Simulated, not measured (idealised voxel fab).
This section sets out a process module, namely voxel capacitor over wiring.
Section shown: cut. Width: 235 nm. Cell size: 5 nm, square.
In this document a cross-section is written as a grid of square cells. It is given as a series of bands, listed from the top down, and a band is one or more rows of cells. Basically the band line says how high the top is and how high the bottom is, in nm, and then what's in it from left to right, every material with its width in nm. Empty space shows up as "air", and if a single material carries "edge to edge" it runs the full band edge to edge. Heights from 0 (as-received wafer is one material below). Bottom band endless downward, as "z 0 and below". The two numbers in a width such as "30..40" mark its ends across the band: the first belongs to the top row of cells, the second to the bottom row, and from each row to the next the width moves by the same amount. Where the words "remained unchanged" appear for a step, the cross-section shows no cell changed by that step; every cell remained as before. Look at "Sealed-off cavities" for the closed voids: empty spaces with no open path to the top, sized 8 cells or up. Each is width x height at distance, distance from the left edge, all nm. On a step's line, text after the settings is the simulator commenting on that step. Each step line may optionally specify "overlay nm", which for a step with a mask gives the rightward distance between the mask's planned place and where it lay, a negative value indicating the leftward direction.

Below is the list of planned process steps:
- 1: op RECEIVE | material Si
- 2: op CONFORMAL_DEP | material SiO2 | thk nm 10
- 3: op CONFORMAL_DEP | material SiCN | thk nm 5
- 4: op DIRECTIONAL_DEP | material lowk | thk nm 15
- 5: op MASKED_ETCH | tone open | mask id METAL_1 | width nm 25 | pitch nm 90 | etch materials lowk | depth nm 15 | overlay nm 0
- 6: op MASKED_ETCH | tone open | mask id METAL_1 | width nm 25 | pitch nm 90 | etch materials SiCN | depth nm 5 | overlay nm 0
- 7: op CONFORMAL_DEP | material TiN | thk nm 5
- 8: op FILL_DEP | material Ru | thk nm 5
- 9: op CMP | height nm 30
- 10: op CONFORMAL_DEP | material SiCN | thk nm 5
- 11: op DIRECTIONAL_DEP | material SiO2 | thk nm 10
- 12: op DIRECTIONAL_DEP | material aC | thk nm 10
- 13: op PATTERN | tone open | mask id PLUG_1 | material resist | width nm 15 | thk nm 25 | overlay nm 0
- 14: op DIRECTIONAL_ETCH | etch materials aC | depth nm 10
- 15: op STRIP | etch materials resist
- 16: op DIRECTIONAL_ETCH | etch materials SiO2 | depth nm 10
- 17: op DIRECTIONAL_ETCH | etch materials SiCN | depth nm 5
- 18: op STRIP | etch materials aC
- 19: op EPI | material Ru | thk nm 10
- 20: op EPI | material Ru | thk nm 5
- 21: op DIRECTIONAL_DEP | material TiN | thk nm 10
- 22: op DIRECTIONAL_DEP | material Al2O3 | thk nm 5
- 23: op DIRECTIONAL_DEP | material TiN | thk nm 5
- 24: op MASKED_ETCH | tone cover | mask id UPPER_PLATE | width nm 70 | etch materials TiN | depth nm 5 | overlay nm 0
- 25: op MASKED_ETCH | tone cover | mask id UPPER_PLATE | width nm 70 | etch materials Al2O3 | depth nm 5 | overlay nm 0
- 26: op MASKED_ETCH | tone cover | mask id LOWER_PLATE | width nm 80 | etch materials TiN | depth nm 10 | overlay nm 0
- 27: op FILL_DEP | material SiO2 | thk nm 20
- 28: op CMP | height nm 80
- 29: op MASKED_ETCH | tone open | mask id PLUG_2 | width nm 15 | etch materials SiO2 | depth nm 15 | overlay nm 0
- 30: op CONFORMAL_DEP | material TiN | thk nm 5
- 31: op FILL_DEP | material W | thk nm 10
- 32: op CMP | height nm 80
- 33: op CONFORMAL_DEP | material SiN | thk nm 5

Incoming wafer, cross-sectional view, post step 1:
    z 0 and below = Si edge to edge
    Sealed-off cavities: none

Wafer cross-section at module end: first of two, run to plan:
    z 85 to 80 = SiN edge to edge
    z 80 to 70 = SiO2=80, TiN=5, W=5, TiN=5, SiO2=140
    z 70 to 60 = SiO2=80..70, TiN=15..70, SiO2=140..95
    z 60 to 55 = SiO2=70, Al2O3=70, SiO2=95
    z 55 to 45 = SiO2=65, TiN=80, SiO2=90
    z 45 to 35 = SiO2=70, Ru=15, SiO2=150
    z 35 to 30 = SiCN=70, Ru=15, SiCN=150
    z 30 to 15 = lowk=60, TiN=5, Ru=15, TiN=5, lowk=65, TiN=5, Ru=15, TiN=5, lowk=60
    z 15 to 10 = SiCN=60, TiN=25, SiCN=65, TiN=25, SiCN=60
    z 10 to 0 = SiO2 edge to edge
    z 0 and below = Si edge to edge
    Sealed-off cavities: none

Module end: cross-section of wafer two of two. Same start and process plan as the first wafer. One mistake during execution:
    z 85 to 80 = SiN edge to edge
    z 80 to 70 = SiO2=80..70, TiN=15..25, SiO2=140
    z 70 to 65 = SiO2=70, Al2O3=25, SiO2=140
    z 65 to 60 = SiO2=65, TiN=75, SiO2=95
    z 60 to 55 = SiO2=65, TiN=30, Al2O3=45, SiO2=95
    z 55 to 45 = SiO2=60, Ru=35, TiN=50, SiO2=90
    z 45 to 35 = SiO2=70, Ru=15, SiO2=150
    z 35 to 30 = SiCN=70, Ru=15, SiCN=150
    z 30 to 15 = lowk=60, TiN=5, Ru=15, TiN=5, lowk=65, TiN=5, Ru=15, TiN=5, lowk=60
    z 15 to 10 = SiCN=60, TiN=25, SiCN=65, TiN=25, SiCN=60
    z 10 to 0 = SiO2 edge to edge
    z 0 and below = Si edge to edge
    Sealed-off cavities: none
What was the processing mistake? it should be noted that step 19 of the plan was executed twice
Wrapping up, a cell-based count of both wafers puts the second over or under the first for these materials: Ru: 14 more | SiO2: 8 fewer | TiN: 4 fewer | W: 2 fewer
